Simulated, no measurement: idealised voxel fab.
Process module in this document: voxel capacitor over wiring
Cross-section cut spans 250 nm and uses square cells 5 nm in size.
Cross-section, as written here: a square-cell grid given band by band from the top down, where a band holds one or more rows of cells. In this notation a band is specified by the heights of its top and bottom, in that order and in nm, after which its materials appear from left to right, each paired with its width in nm. The word "full width" attached to a single material means that material fills the band from edge to edge; the word "air" stands for empty space. Zero point of the height axis is 0; under it, received wafer = one material. Lowest band: continues down indefinitely, "0 nm and below". Width "30..40": first value at the band's top row of cells, second value at its bottom row, equal change from row to row. Where the words "stayed the same" appear for a step, the cross-section shows no cell changed by that step; every cell remained as before. "Catalogued sealed voids" - sealed voids, min. 8 cells, no opening to top; format: width x height at distance (distance from left edge; nm throughout). On each step's line, the part that comes after the settings is the simulator's own comment on the step. When a step includes a mask, the "overlay nm" setting on its line states how far to the right of its planned place that mask lay, and negative values state how far to the left.

THE PLANNED PROCESS STEPS ARE ENUMERATED HEREUNDER
1) RECEIVE (material Si)
2) CONFORMAL_DEP (material SiO2; thk nm 15)
3) CONFORMAL_DEP (material SiN; thk nm 5)
4) DIRECTIONAL_DEP (material SiO2; thk nm 15)
5) PATTERN (tone open; mask id METAL_1; material resist; width nm 25; pitch nm 95; thk nm 15; overlay nm 0)
6) DIRECTIONAL_ETCH (etch materials SiO2; depth nm 15)
7) DIRECTIONAL_ETCH (etch materials SiN; depth nm 5)
8) STRIP (etch materials resist)
9) CONFORMAL_DEP (material TiN; thk nm 5)
10) FILL_DEP (material W; thk nm 10)
11) CMP (height nm 35)
12) EPI (material Ru; thk nm 5)
13) FILL_DEP (material SiCN; thk nm 5)
14) DIRECTIONAL_DEP (material SiO2; thk nm 20)
15) MASKED_ETCH (tone open; mask id PLUG_1; width nm 15; etch materials SiO2; depth nm 20; overlay nm 0)
16) MASKED_ETCH (tone open; mask id PLUG_1; width nm 15; etch materials SiCN; depth nm 5; overlay nm 0)
17) CONFORMAL_DEP (material TiN; thk nm 5)
18) FILL_DEP (material Cu; thk nm 5)
19) CMP (height nm 65)
20) DIRECTIONAL_DEP (material TiN; thk nm 10)
21) DIRECTIONAL_DEP (material HfO2; thk nm 5)
22) DIRECTIONAL_DEP (material TiN; thk nm 10)
23) DIRECTIONAL_DEP (material aC; thk nm 10)
24) PATTERN (tone cover; mask id UPPER_PLATE; material resist; width nm 75; thk nm 25; overlay nm 0)
25) DIRECTIONAL_ETCH (etch materials aC; depth nm 10)
26) STRIP (etch materials resist)
27) DIRECTIONAL_ETCH (etch materials TiN; depth nm 10)
28) DIRECTIONAL_ETCH (etch materials HfO2; depth nm 5)
29) STRIP (etch materials aC)
30) DIRECTIONAL_DEP (material aC; thk nm 10)
31) PATTERN (tone cover; mask id LOWER_PLATE; material resist; width nm 85; thk nm 30; overlay nm 0)
32) DIRECTIONAL_ETCH (etch materials aC; depth nm 10)
33) STRIP (etch materials resist)
34) DIRECTIONAL_ETCH (etch materials TiN; depth nm 10)
35) STRIP (etch materials aC)
36) FILL_DEP (material SiO2; thk nm 15)
37) CMP (height nm 100)
38) DIRECTIONAL_DEP (material aC; thk nm 10)
39) PATTERN (tone open; mask id PLUG_2; material resist; width nm 15; thk nm 30; overlay nm 0)
40) DIRECTIONAL_ETCH (etch materials aC; depth nm 10)
41) STRIP (etch materials resist)
42) DIRECTIONAL_ETCH (etch materials SiO2; depth nm 10)
43) STRIP (etch materials aC)
44) CONFORMAL_DEP (material TiN; thk nm 5)
45) FILL_DEP (material Ru; thk nm 5)
46) CMP (height nm 100)
47) CONFORMAL_DEP (material SiN; thk nm 5)

THE FIRST OF TWO WAFERS, RUN AS PLANNED

CROSS-SECTION OF THE WAFER AS IT CAME TO US, I.E., ALREADY THROUGH STEP 1
0 nm and below = Si full width
Catalogued sealed voids: none

THE WAFER, SEEN IN CROSS-SECTION, AFTER STEP 2
15 nm to 0 nm = SiO2 full width
Note: structure below 0 unchanged.

THE WAFER, SEEN IN CROSS-SECTION, AFTER STEP 3
20 nm to 15 nm = SiN full width
Note: structure below 15 unchanged.

THE WAFER, SEEN IN CROSS-SECTION, AFTER STEP 4
35 nm to 20 nm = SiO2 full width
Note: structure below 20 unchanged.

THE WAFER, SEEN IN CROSS-SECTION, AFTER STEP 5
50 nm to 35 nm = 65 resist, then 25 air, then 70 resist, then 25 air, then 65 resist
Note: structure below 35 unchanged.

THE WAFER, SEEN IN CROSS-SECTION, AFTER STEP 6
50 nm to 35 nm = 65 resist, then 25 air, then 70 resist, then 25 air, then 65 resist
35 nm to 20 nm = 65 SiO2, then 25 air, then 70 SiO2, then 25 air, then 65 SiO2
Note: structure below 20 unchanged.

THE WAFER, SEEN IN CROSS-SECTION, AFTER STEP 7
50 nm to 35 nm = 65 resist, then 25 air, then 70 resist, then 25 air, then 65 resist
35 nm to 20 nm = 65 SiO2, then 25 air, then 70 SiO2, then 25 air, then 65 SiO2
20 nm to 15 nm = 65 SiN, then 25 air, then 70 SiN, then 25 air, then 65 SiN
Note: structure below 15 unchanged.

THE WAFER, SEEN IN CROSS-SECTION, AFTER STEP 8
35 nm to 20 nm = 65 SiO2, then 25 air, then 70 SiO2, then 25 air, then 65 SiO2
Note: structure below 20 unchanged.

THE WAFER, SEEN IN CROSS-SECTION, AFTER STEP 9
40 nm to 35 nm = 70 TiN, then 15 air, then 80 TiN, then 15 air, then 70 TiN
35 nm to 20 nm = 65 SiO2, then 5 TiN, then 15 air, then 5 TiN, then 70 SiO2, then 5 TiN, then 15 air, then 5 TiN, then 65 SiO2
20 nm to 15 nm = 65 SiN, then 25 TiN, then 70 SiN, then 25 TiN, then 65 SiN
Note: structure below 15 unchanged.

THE WAFER, SEEN IN CROSS-SECTION, AFTER STEP 10
50 nm to 40 nm = W full width
40 nm to 35 nm = 70 TiN, then 15 W, then 80 TiN, then 15 W, then 70 TiN
35 nm to 20 nm = 65 SiO2, then 5 TiN, then 15 W, then 5 TiN, then 70 SiO2, then 5 TiN, then 15 W, then 5 TiN, then 65 SiO2
Note: structure below 20 unchanged.

THE WAFER, SEEN IN CROSS-SECTION, AFTER STEP 11
35 nm to 20 nm = 65 SiO2, then 5 TiN, then 15 W, then 5 TiN, then 70 SiO2, then 5 TiN, then 15 W, then 5 TiN, then 65 SiO2
Note: structure below 20 unchanged.

THE WAFER, SEEN IN CROSS-SECTION, AFTER STEP 12
40 nm to 35 nm = 60 air, then 35 Ru, then 60 air, then 35 Ru, then 60 air
Note: structure below 35 unchanged.

THE WAFER, SEEN IN CROSS-SECTION, AFTER STEP 13
45 nm to 40 nm = SiCN full width
40 nm to 35 nm = 60 SiCN, then 35 Ru, then 60 SiCN, then 35 Ru, then 60 SiCN
Note: structure below 35 unchanged.

THE WAFER, SEEN IN CROSS-SECTION, AFTER STEP 14
65 nm to 45 nm = SiO2 full width
Note: structure below 45 unchanged.

THE WAFER, SEEN IN CROSS-SECTION, AFTER STEP 15
65 nm to 45 nm = 75 SiO2, then 15 air, then 160 SiO2
Note: structure below 45 unchanged.

THE WAFER, SEEN IN CROSS-SECTION, AFTER STEP 16
65 nm to 45 nm = 75 SiO2, then 15 air, then 160 SiO2
45 nm to 40 nm = 75 SiCN, then 15 air, then 160 SiCN
Note: structure below 40 unchanged.

THE WAFER, SEEN IN CROSS-SECTION, AFTER STEP 17
70 nm to 65 nm = 80 TiN, then 5 air, then 165 TiN
65 nm to 45 nm = 75 SiO2, then 5 TiN, then 5 air, then 5 TiN, then 160 SiO2
45 nm to 40 nm = 75 SiCN, then 15 TiN, then 160 SiCN
Note: structure below 40 unchanged.

THE WAFER, SEEN IN CROSS-SECTION, AFTER STEP 18
75 nm to 70 nm = Cu full width
70 nm to 65 nm = 80 TiN, then 5 Cu, then 165 TiN
65 nm to 45 nm = 75 SiO2, then 5 TiN, then 5 Cu, then 5 TiN, then 160 SiO2
Note: structure below 45 unchanged.

THE WAFER, SEEN IN CROSS-SECTION, AFTER STEP 19
65 nm to 45 nm = 75 SiO2, then 5 TiN, then 5 Cu, then 5 TiN, then 160 SiO2
Note: structure below 45 unchanged.

THE WAFER, SEEN IN CROSS-SECTION, AFTER STEP 20
75 nm to 65 nm = TiN full width
Note: structure below 65 unchanged.

THE WAFER, SEEN IN CROSS-SECTION, AFTER STEP 21
80 nm to 75 nm = HfO2 full width
Note: structure below 75 unchanged.

THE WAFER, SEEN IN CROSS-SECTION, AFTER STEP 22
90 nm to 80 nm = TiN full width
Note: structure below 80 unchanged.

THE WAFER, SEEN IN CROSS-SECTION, AFTER STEP 23
100 nm to 90 nm = aC full width
Note: structure below 90 unchanged.

THE WAFER, SEEN IN CROSS-SECTION, AFTER STEP 24
125 nm to 100 nm = 75 air, then 75 resist, then 100 air
Note: structure below 100 unchanged.

THE WAFER, SEEN IN CROSS-SECTION, AFTER STEP 25
115 nm to 100 nm = 75 air, then 75 resist, then 100 air
100 nm to 90 nm = 75 air, then 75 aC, then 100 air
Note: structure below 90 unchanged.

THE WAFER, SEEN IN CROSS-SECTION, AFTER STEP 26
100 nm to 90 nm = 75 air, then 75 aC, then 100 air
Note: structure below 90 unchanged.

THE WAFER, SEEN IN CROSS-SECTION, AFTER STEP 27
100 nm to 90 nm = 75 air, then 75 aC, then 100 air
90 nm to 80 nm = 75 air, then 75 TiN, then 100 air
Note: structure below 80 unchanged.

THE WAFER, SEEN IN CROSS-SECTION, AFTER STEP 28
100 nm to 90 nm = 75 air, then 75 aC, then 100 air
90 nm to 80 nm = 75 air, then 75 TiN, then 100 air
80 nm to 75 nm = 75 air, then 75 HfO2, then 100 air
Note: structure below 75 unchanged.

THE WAFER, SEEN IN CROSS-SECTION, AFTER STEP 29
90 nm to 80 nm = 75 air, then 75 TiN, then 100 air
Note: structure below 80 unchanged.

THE WAFER, SEEN IN CROSS-SECTION, AFTER STEP 30
100 nm to 90 nm = 75 air, then 75 aC, then 100 air
90 nm to 85 nm = 75 air, then 75 TiN, then 100 air
85 nm to 80 nm = 75 aC, then 75 TiN, then 100 aC
80 nm to 75 nm = 75 aC, then 75 HfO2, then 100 aC
Note: structure below 75 unchanged.

THE WAFER, SEEN IN CROSS-SECTION, AFTER STEP 31
130 nm to 100 nm = 70 air, then 85 resist, then 95 air
100 nm to 90 nm = 70 air, then 5 resist, then 75 aC, then 5 resist, then 95 air
90 nm to 85 nm = 70 air, then 5 resist, then 75 TiN, then 5 resist, then 95 air
Note: structure below 85 unchanged.

THE WAFER, SEEN IN CROSS-SECTION, AFTER STEP 32
120 nm to 100 nm = 70 air, then 85 resist, then 95 air
100 nm to 90 nm = 70 air, then 5 resist, then 75 aC, then 5 resist, then 95 air
90 nm to 85 nm = 70 air, then 5 resist, then 75 TiN, then 5 resist, then 95 air
85 nm to 80 nm = 70 air, then 5 aC, then 75 TiN, then 5 aC, then 95 air
80 nm to 75 nm = 70 air, then 5 aC, then 75 HfO2, then 5 aC, then 95 air
Note: structure below 75 unchanged.

THE WAFER, SEEN IN CROSS-SECTION, AFTER STEP 33
100 nm to 90 nm = 75 air, then 75 aC, then 100 air
90 nm to 85 nm = 75 air, then 75 TiN, then 100 air
Note: structure below 85 unchanged.

THE WAFER, SEEN IN CROSS-SECTION, AFTER STEP 34
100 nm to 90 nm = 75 air, then 75 aC, then 100 air
90 nm to 85 nm = 75 air, then 75 TiN, then 100 air
85 nm to 80 nm = 70 air, then 5 aC, then 75 TiN, then 5 aC, then 95 air
80 nm to 75 nm = 70 air, then 5 aC, then 75 HfO2, then 5 aC, then 95 air
75 nm to 65 nm = 70 air, then 85 TiN, then 95 air
Note: structure below 65 unchanged.

THE WAFER, SEEN IN CROSS-SECTION, AFTER STEP 35
90 nm to 80 nm = 75 air, then 75 TiN, then 100 air
80 nm to 75 nm = 75 air, then 75 HfO2, then 100 air
Note: structure below 75 unchanged.

THE WAFER, SEEN IN CROSS-SECTION, AFTER STEP 36
105 nm to 90 nm = SiO2 full width
90 nm to 80 nm = 75 SiO2, then 75 TiN, then 100 SiO2
80 nm to 75 nm = 75 SiO2, then 75 HfO2, then 100 SiO2
75 nm to 65 nm = 70 SiO2, then 85 TiN, then 95 SiO2
Note: structure below 65 unchanged.

THE WAFER, SEEN IN CROSS-SECTION, AFTER STEP 37
100 nm to 90 nm = SiO2 full width
Note: structure below 90 unchanged.

THE WAFER, SEEN IN CROSS-SECTION, AFTER STEP 38
110 nm to 100 nm = aC full width
Note: structure below 100 unchanged.

THE WAFER, SEEN IN CROSS-SECTION, AFTER STEP 39
140 nm to 110 nm = 85 resist, then 15 air, then 150 resist
Note: structure below 110 unchanged.

THE WAFER, SEEN IN CROSS-SECTION, AFTER STEP 40
130 nm to 110 nm = 85 resist, then 15 air, then 150 resist
110 nm to 100 nm = 85 aC, then 15 air, then 150 aC
Note: structure below 100 unchanged.

THE WAFER, SEEN IN CROSS-SECTION, AFTER STEP 41
110 nm to 100 nm = 85 aC, then 15 air, then 150 aC
Note: structure below 100 unchanged.

THE WAFER, SEEN IN CROSS-SECTION, AFTER STEP 42
110 nm to 100 nm = 85 aC, then 15 air, then 150 aC
100 nm to 90 nm = 85 SiO2, then 15 air, then 150 SiO2
Note: structure below 90 unchanged.

THE WAFER, SEEN IN CROSS-SECTION, AFTER STEP 43
100 nm to 90 nm = 85 SiO2, then 15 air, then 150 SiO2
Note: structure below 90 unchanged.

THE WAFER, SEEN IN CROSS-SECTION, AFTER STEP 44
105 nm to 100 nm = 90 TiN, then 5 air, then 155 TiN
100 nm to 95 nm = 85 SiO2, then 5 TiN, then 5 air, then 5 TiN, then 150 SiO2
95 nm to 90 nm = 85 SiO2, then 15 TiN, then 150 SiO2
Note: structure below 90 unchanged.

THE WAFER, SEEN IN CROSS-SECTION, AFTER STEP 45
110 nm to 105 nm = Ru full width
105 nm to 100 nm = 90 TiN, then 5 Ru, then 155 TiN
100 nm to 95 nm = 85 SiO2, then 5 TiN, then 5 Ru, then 5 TiN, then 150 SiO2
Note: structure below 95 unchanged.

THE WAFER, SEEN IN CROSS-SECTION, AFTER STEP 46
100 nm to 95 nm = 85 SiO2, then 5 TiN, then 5 Ru, then 5 TiN, then 150 SiO2
Note: structure below 95 unchanged.

THE WAFER, SEEN IN CROSS-SECTION, AFTER STEP 47
105 nm to 100 nm = SiN full width
Note: structure below 100 unchanged.

THE SECOND WAFER WAS PREPARED FROM THE SAME STARTING POINT AND UNDER THE SAME PLAN AS THE FIRST; ITS PROCESSING CONTAINED ONE MISTAKE, AND IT REMAINS INDISTINGUISHABLE FROM THE FIRST WAFER UP TO AND INCLUDING STEP 45

SECOND WAFER SHOWN IN CROSS-SECTION AT THE TIME STEP 46 WAS SLATED TO END
105 nm to 100 nm = 90 TiN, then 5 Ru, then 155 TiN
Note: structure below 100 unchanged.

SECOND WAFER SHOWN IN CROSS-SECTION AT THE TIME STEP 47 WAS SLATED TO END
110 nm to 105 nm = SiN full width
Note: structure below 105 unchanged.
What broke from the plan during processing? step 46 was run on a setting that differed from the plan, and what really ran there is CMP (height nm 105)
Wrapping up, a cell-based count of both wafers puts the second over or under the first for these materials: Ru +1 | TiN +49
